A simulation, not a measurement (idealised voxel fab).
You're looking at the process module voxel tone inversion.
Section shown: cut. Width: 165 nm. Cell size: 5 nm, square.
Cross-sections here: square-cell grids, written as top-down lists of bands, a band being one or more rows of cells. Each band's line starts with the height of the band's top and of its bottom, in nm. Then come its materials from left to right, each with its width in nm. One material with "everywhere" fills the band from edge to edge. "air" is empty space. Convention: height 0 is the level below which the wafer, as received, is all one material. The lowest band does not terminate at the bottom but continues downward, represented as "0 nm and below". The width entry "30..40" should be interpreted row by row: the top row of cells in the band takes the first number, the bottom row takes the second number, and the change between adjacent rows is uniform throughout. Any step labelled "no change" changed none of the cells in the cross-section. Empty spaces counting at least 8 cells and having no open way to the top are listed in "Sealed cavities". The notation width x height at distance is used for each, the distance being from the left edge and all three values in nm. That trailing text on a step's line, after the settings, is the simulator's own remark on the step. The "overlay nm" setting may appear on a step's line; for a step that uses a mask, it gives how far to the right of its planned position the mask lay, and a negative value indicates the left.
Here's what the planned process steps look like
1 RECEIVE [material Si]
2 CONFORMAL_DEP [material SiCN] [thk nm 10]
3 DIRECTIONAL_DEP [material aC] [thk nm 15]
4 PATTERN [tone cover] [mask id POSTS] [material resist] [width nm 15] [pitch nm 40] [thk nm 25] [overlay nm 0]
5 DIRECTIONAL_ETCH [etch materials aC] [depth nm 15]
6 STRIP [etch materials resist]
7 FILL_DEP [material lowk] [thk nm 10]
8 CMP [height nm 25]
9 STRIP [etch materials aC]
First of two wafers: run as planned
Received-state cross-section, reflecting completion of step 1
0 nm and below = Si everywhere
Sealed cavities: none
How the wafer stands in section after step 2
10 nm to 0 nm = SiCN everywhere
Below 0, no change.
How the wafer stands in section after step 3
25 nm to 10 nm = aC everywhere
Below 10, no change.
How the wafer stands in section after step 4
50 nm to 25 nm = 55 air, 15 resist, 25 air, 15 resist, 55 air
Below 25, no change.
How the wafer stands in section after step 5
35 nm to 25 nm = 55 air, 15 resist, 25 air, 15 resist, 55 air
25 nm to 10 nm = 55 air, 15 aC, 25 air, 15 aC, 55 air
Below 10, no change.
How the wafer stands in section after step 6
25 nm to 10 nm = 55 air, 15 aC, 25 air, 15 aC, 55 air
Below 10, no change.
How the wafer stands in section after step 7
35 nm to 25 nm = lowk everywhere
25 nm to 10 nm = 55 lowk, 15 aC, 25 lowk, 15 aC, 55 lowk
Below 10, no change.
How the wafer stands in section after step 8
25 nm to 10 nm = 55 lowk, 15 aC, 25 lowk, 15 aC, 55 lowk
Below 10, no change.
How the wafer stands in section after step 9
25 nm to 10 nm = 55 lowk, 15 air, 25 lowk, 15 air, 55 lowk
Below 10, no change.
The second wafer was prepared from the same starting point and under the same plan as the first; its processing contained one mistake, and it remains indistinguishable from the first wafer up to and including step 7
The second wafer in cross-section, at the planned close of step 8
15 nm to 10 nm = 55 lowk, 15 aC, 25 lowk, 15 aC, 55 lowk
Below 10, no change.
The second wafer in cross-section, at the planned close of step 9
15 nm to 10 nm = 55 lowk, 15 air, 25 lowk, 15 air, 55 lowk
Below 10, no change.
What went wrong in running the wafer? note that step 8 departed from the planned setting and was carried out as CMP [height nm 15]
The closing comparison, in cells, has the second wafer with more or fewer of some materials than the first: lowk: 54 fewer
